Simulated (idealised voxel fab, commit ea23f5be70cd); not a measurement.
The process module that follows is named voxel self aligned vias.
290 nm wide, 5 nm square cells: that's cross-section cut.
We lay out every cross-section as a grid of square cells and spell it out in bands from the top down, where one band means one or more rows of cells.
The entry gives the band's vertical extent as a top height and a bottom height in nm, then its horizontal make-up as materials from left to right, each with a width in nm. "air" stands for empty space; a single material marked "everywhere" fills the band edge to edge.
Heights are expressed relative to 0, this being the level below which the as-received wafer comprises one material exclusively. The lowest band is unbounded in the downward direction and is denoted as in "0 down".
The expression "30..40" gives the width at the extremes of the band, the first number at its top row of cells and the second at its bottom row, with the width changing by equal amounts from each row to the next in between.
"identical to before" -> step changed no cross-section cell.
Each empty space that has no open way to the top and spans at least 8 cells appears under "Sealed-off cavities" as width x height at distance, the distance counted from the left edge, all in nm.
That trailing text on a step's line, after the settings, is the simulator's own remark on the step.
"overlay nm" denotes, for a step that has a mask, the displacement of the mask to the right of its planned place, with negative values corresponding to the left.
**Listed below are the process steps as planned**
step 1: RECEIVE | material Si
step 2: CONFORMAL_DEP | material SiO2 | thk nm 10
step 3: CONFORMAL_DEP | material SiCN | thk nm 5
step 4: DIRECTIONAL_DEP | material lowk | thk nm 30
step 5: DIRECTIONAL_DEP | material aC | thk nm 10
step 6: PATTERN | tone open | mask id LINES | material resist | width nm 30 | pitch nm 80 | thk nm 25 | overlay nm 0
step 7: DIRECTIONAL_ETCH | etch materials aC | depth nm 10
step 8: STRIP | etch materials resist
step 9: DIRECTIONAL_ETCH | etch materials lowk | depth nm 30
step 10: STRIP | etch materials aC
step 11: CONFORMAL_DEP | material TiN | thk nm 5
step 12: FILL_DEP | material Ru | thk nm 5
step 13: CMP | height nm 45
step 14: SELECTIVE_ETCH | etch materials W Ru TiN | depth nm 10
step 15: FILL_DEP | material SiN | thk nm 5
step 16: CMP | height nm 45
step 17: DIRECTIONAL_DEP | material lowk | thk nm 15
step 18: DIRECTIONAL_DEP | material aC | thk nm 15
step 19: PATTERN | tone open | mask id VIAS | material resist | width nm 50 | pitch nm 80 | thk nm 35 | overlay nm 0
step 20: DIRECTIONAL_ETCH | etch materials aC | depth nm 15
step 21: STRIP | etch materials resist
step 22: DIRECTIONAL_ETCH | etch materials lowk | depth nm 15
step 23: DIRECTIONAL_ETCH | etch materials SiN | depth nm 10
step 24: STRIP | etch materials aC
step 25: CONFORMAL_DEP | material TiN | thk nm 5
step 26: FILL_DEP | material Ru | thk nm 5
step 27: CMP | height nm 60
step 28: CONFORMAL_DEP | material SiCN | thk nm 5
**Delivered wafer in cross-section: state after step 1**
- 0 down = Si everywhere
- Sealed-off cavities: none
**Figure: cross-sectional view of the wafer upon completion of the module, processed from the initial state and according to the plan depicted above, with one error introduced during execution**
- 65 to 60 = SiCN everywhere
- 60 to 40 = lowk 80, TiN 5, Ru 40, TiN 5, lowk 30, TiN 5, Ru 40, TiN 5, lowk 80
- 40 to 35 = lowk 80, TiN 50, lowk 30, TiN 50, lowk 80
- 35 to 30 = lowk 80, TiN 15, Ru 20, TiN 15, lowk 30, TiN 15, Ru 20, TiN 15, lowk 80
- 30 to 20 = lowk 90, TiN 5, Ru 20, TiN 5, lowk 50, TiN 5, Ru 20, TiN 5, lowk 90
- 20 to 15 = lowk 90, TiN 30, lowk 50, TiN 30, lowk 90
- 15 to 10 = SiCN everywhere
- 10 to 0 = SiO2 everywhere
- 0 down = Si everywhere
- Sealed-off cavities: none
So what did we get wrong on this run? step 22 was run twice
